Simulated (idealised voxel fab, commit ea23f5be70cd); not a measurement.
The following is a process module called voxel air gaps.
Cross-sectional view cut (width: 245 nm; square cell size: 5 nm).
Just so we're on the same page, the cross-sections are grids of square cells, and they're listed out in bands top to bottom, each band one or more rows deep.
Band entry format. Leading values: height of top, height of bottom, nm. Remainder: materials in left-to-right order, each with its width in nm. Special words: "throughout" on a single material, which then fills the band edge to edge; "air", empty space.
Where do heights start? At 0: under that level the wafer as delivered is made of one material only. And the lowest band has no floor; it just carries on downward, as in "0..down".
Width spec "30->40" -> top row of cells at first value, bottom row at second value, equal per-row change in between.
Take "left unchanged" at face value: in the step it is given for, the cross-section changed in none of its cells.
"Cavities, sealed" - sealed voids, min. 8 cells, no opening to top; format: width x height at distance (distance from left edge; nm throughout).
If you see something after the settings on a step's line, that's the simulator's own remark about that step.
A step's line can hold "overlay nm"; with a mask on that step, the setting says how far right of the planned place the mask lay, while a negative setting says it lay to the left.

The following list gives the planned process steps
1) RECEIVE [material Si]
2) CONFORMAL_DEP [material SiO2] [thk nm 15]
3) CONFORMAL_DEP [material SiCN] [thk nm 5]
4) DIRECTIONAL_DEP [material lowk] [thk nm 35]
5) PATTERN [tone open] [mask id LINES] [material resist] [width nm 25] [pitch nm 55] [thk nm 20] [overlay nm 0]
6) DIRECTIONAL_ETCH [etch materials lowk] [depth nm 35]
7) STRIP [etch materials resist]
8) CONFORMAL_DEP [material TiN] [thk nm 5]
9) FILL_DEP [material W] [thk nm 5]
10) CMP [height nm 55]
11) EPI [material Ru] [thk nm 10]
12) SELECTIVE_ETCH [etch materials lowk] [depth nm 45]
13) CONFORMAL_DEP [material SiCN] [thk nm 5]

The following pertains to the first of two wafers, which was processed as planned

The cross-section here shows the wafer as received, i.e. in its state after step 1
- 0..down = Si throughout
- Cavities, sealed: none

Wafer xsec, post step 2
- 15..0 = SiO2 throughout
- Whatever lies below 0 is exactly as it was before.

Wafer xsec, post step 3
- 20..15 = SiCN throughout
- Whatever lies below 15 is exactly as it was before.

Wafer xsec, post step 4
- 55..20 = lowk throughout
- Whatever lies below 20 is exactly as it was before.

Wafer xsec, post step 5
- 75..55 = 55 nm resist, then 25 nm air, then 30 nm resist, then 25 nm air, then 30 nm resist, then 25 nm air, then 55 nm resist
- Whatever lies below 55 is exactly as it was before.

Wafer xsec, post step 6
- 75..55 = 55 nm resist, then 25 nm air, then 30 nm resist, then 25 nm air, then 30 nm resist, then 25 nm air, then 55 nm resist
- 55..20 = 55 nm lowk, then 25 nm air, then 30 nm lowk, then 25 nm air, then 30 nm lowk, then 25 nm air, then 55 nm lowk
- Whatever lies below 20 is exactly as it was before.

Wafer xsec, post step 7
- 55..20 = 55 nm lowk, then 25 nm air, then 30 nm lowk, then 25 nm air, then 30 nm lowk, then 25 nm air, then 55 nm lowk
- Whatever lies below 20 is exactly as it was before.

Wafer xsec, post step 8
- 60..55 = 60 nm TiN, then 15 nm air, then 40 nm TiN, then 15 nm air, then 40 nm TiN, then 15 nm air, then 60 nm TiN
- 55..25 = 55 nm lowk, then 5 nm TiN, then 15 nm air, then 5 nm TiN, then 30 nm lowk, then 5 nm TiN, then 15 nm air, then 5 nm TiN, then 30 nm lowk, then 5 nm TiN, then 15 nm air, then 5 nm TiN, then 55 nm lowk
- 25..20 = 55 nm lowk, then 25 nm TiN, then 30 nm lowk, then 25 nm TiN, then 30 nm lowk, then 25 nm TiN, then 55 nm lowk
- Whatever lies below 20 is exactly as it was before.

Wafer xsec, post step 9
- 65..60 = W throughout
- 60..55 = 60 nm TiN, then 15 nm W, then 40 nm TiN, then 15 nm W, then 40 nm TiN, then 15 nm W, then 60 nm TiN
- 55..25 = 55 nm lowk, then 5 nm TiN, then 15 nm W, then 5 nm TiN, then 30 nm lowk, then 5 nm TiN, then 15 nm W, then 5 nm TiN, then 30 nm lowk, then 5 nm TiN, then 15 nm W, then 5 nm TiN, then 55 nm lowk
- Whatever lies below 25 is exactly as it was before.

Wafer xsec, post step 10
- 55..25 = 55 nm lowk, then 5 nm TiN, then 15 nm W, then 5 nm TiN, then 30 nm lowk, then 5 nm TiN, then 15 nm W, then 5 nm TiN, then 30 nm lowk, then 5 nm TiN, then 15 nm W, then 5 nm TiN, then 55 nm lowk
- Whatever lies below 25 is exactly as it was before.

Wafer xsec, post step 11
- 65..55 = 45 nm air, then 45 nm Ru, then 10 nm air, then 45 nm Ru, then 10 nm air, then 45 nm Ru, then 45 nm air
- Whatever lies below 55 is exactly as it was before.

Wafer xsec, post step 12
- 65..55 = 45 nm air, then 45 nm Ru, then 10 nm air, then 45 nm Ru, then 10 nm air, then 45 nm Ru, then 45 nm air
- 55..25 = 55 nm air, then 5 nm TiN, then 15 nm W, then 5 nm TiN, then 30 nm air, then 5 nm TiN, then 15 nm W, then 5 nm TiN, then 30 nm air, then 5 nm TiN, then 15 nm W, then 5 nm TiN, then 55 nm air
- 25..20 = 55 nm air, then 25 nm TiN, then 30 nm air, then 25 nm TiN, then 30 nm air, then 25 nm TiN, then 55 nm air
- Whatever lies below 20 is exactly as it was before.

Wafer xsec, post step 13
- 70..65 = 40 nm air, then 165 nm SiCN, then 40 nm air
- 65..55 = 40 nm air, then 5 nm SiCN, then 45 nm Ru, then 10 nm SiCN, then 45 nm Ru, then 10 nm SiCN, then 45 nm Ru, then 5 nm SiCN, then 40 nm air
- 55..50 = 40 nm air, then 15 nm SiCN, then 5 nm TiN, then 15 nm W, then 5 nm TiN, then 30 nm SiCN, then 5 nm TiN, then 15 nm W, then 5 nm TiN, then 30 nm SiCN, then 5 nm TiN, then 15 nm W, then 5 nm TiN, then 15 nm SiCN, then 40 nm air
- 50..25 = 50 nm air, then 5 nm SiCN, then 5 nm TiN, then 15 nm W, then 5 nm TiN, then 5 nm SiCN, then 20 nm air, then 5 nm SiCN, then 5 nm TiN, then 15 nm W, then 5 nm TiN, then 5 nm SiCN, then 20 nm air, then 5 nm SiCN, then 5 nm TiN, then 15 nm W, then 5 nm TiN, then 5 nm SiCN, then 50 nm air
- 25..20 = 55 nm SiCN, then 25 nm TiN, then 30 nm SiCN, then 25 nm TiN, then 30 nm SiCN, then 25 nm TiN, then 55 nm SiCN
- Whatever lies below 20 is exactly as it was before.
- Cavities, sealed: 20 x 25 at 85; 20 x 25 at 140

Companion wafer, the second of two: same beginning, same intended sequence, one mistake in carrying it out; through step 10 inclusive it tracks the first exactly

Cross-sectional representation of the second wafer at the time designated in the plan for the completion of step 11
- 55..25 = 55 nm air, then 5 nm TiN, then 15 nm W, then 5 nm TiN, then 30 nm air, then 5 nm TiN, then 15 nm W, then 5 nm TiN, then 30 nm air, then 5 nm TiN, then 15 nm W, then 5 nm TiN, then 55 nm air
- 25..20 = 55 nm air, then 25 nm TiN, then 30 nm air, then 25 nm TiN, then 30 nm air, then 25 nm TiN, then 55 nm air
- Whatever lies below 20 is exactly as it was before.

Cross-sectional representation of the second wafer at the time designated in the plan for the completion of step 12
- 65..55 = 45 nm air, then 45 nm Ru, then 10 nm air, then 45 nm Ru, then 10 nm air, then 45 nm Ru, then 45 nm air
- 55..25 = 45 nm air, then 10 nm Ru, then 5 nm TiN, then 15 nm W, then 5 nm TiN, then 10 nm Ru, then 10 nm air, then 10 nm Ru, then 5 nm TiN, then 15 nm W, then 5 nm TiN, then 10 nm Ru, then 10 nm air, then 10 nm Ru, then 5 nm TiN, then 15 nm W, then 5 nm TiN, then 10 nm Ru, then 45 nm air
- 25..20 = 45 nm air, then 10 nm Ru, then 25 nm TiN, then 10 nm Ru, then 10 nm air, then 10 nm Ru, then 25 nm TiN, then 10 nm Ru, then 10 nm air, then 10 nm Ru, then 25 nm TiN, then 10 nm Ru, then 45 nm air
- Whatever lies below 20 is exactly as it was before.

Cross-sectional representation of the second wafer at the time designated in the plan for the completion of step 13
- 70..65 = 40 nm air, then 165 nm SiCN, then 40 nm air
- 65..55 = 40 nm air, then 5 nm SiCN, then 45 nm Ru, then 10 nm SiCN, then 45 nm Ru, then 10 nm SiCN, then 45 nm Ru, then 5 nm SiCN, then 40 nm air
- 55..25 = 40 nm air, then 5 nm SiCN, then 10 nm Ru, then 5 nm TiN, then 15 nm W, then 5 nm TiN, then 10 nm Ru, then 10 nm SiCN, then 10 nm Ru, then 5 nm TiN, then 15 nm W, then 5 nm TiN, then 10 nm Ru, then 10 nm SiCN, then 10 nm Ru, then 5 nm TiN, then 15 nm W, then 5 nm TiN, then 10 nm Ru, then 5 nm SiCN, then 40 nm air
- 25..20 = 45 nm SiCN, then 10 nm Ru, then 25 nm TiN, then 10 nm Ru, then 10 nm SiCN, then 10 nm Ru, then 25 nm TiN, then 10 nm Ru, then 10 nm SiCN, then 10 nm Ru, then 25 nm TiN, then 10 nm Ru, then 45 nm SiCN
- Whatever lies below 20 is exactly as it was before.
It is concluded that the wafer was processed incorrectly with respect to the plan, in that steps 11 and 12 swapped
Per the end-of-run cell counts, the second wafer holds more or fewer of some materials than the first: +84 Ru | -24 SiCN
First wafer closed voids (final) = 2; second wafer closed voids (final) = 0.
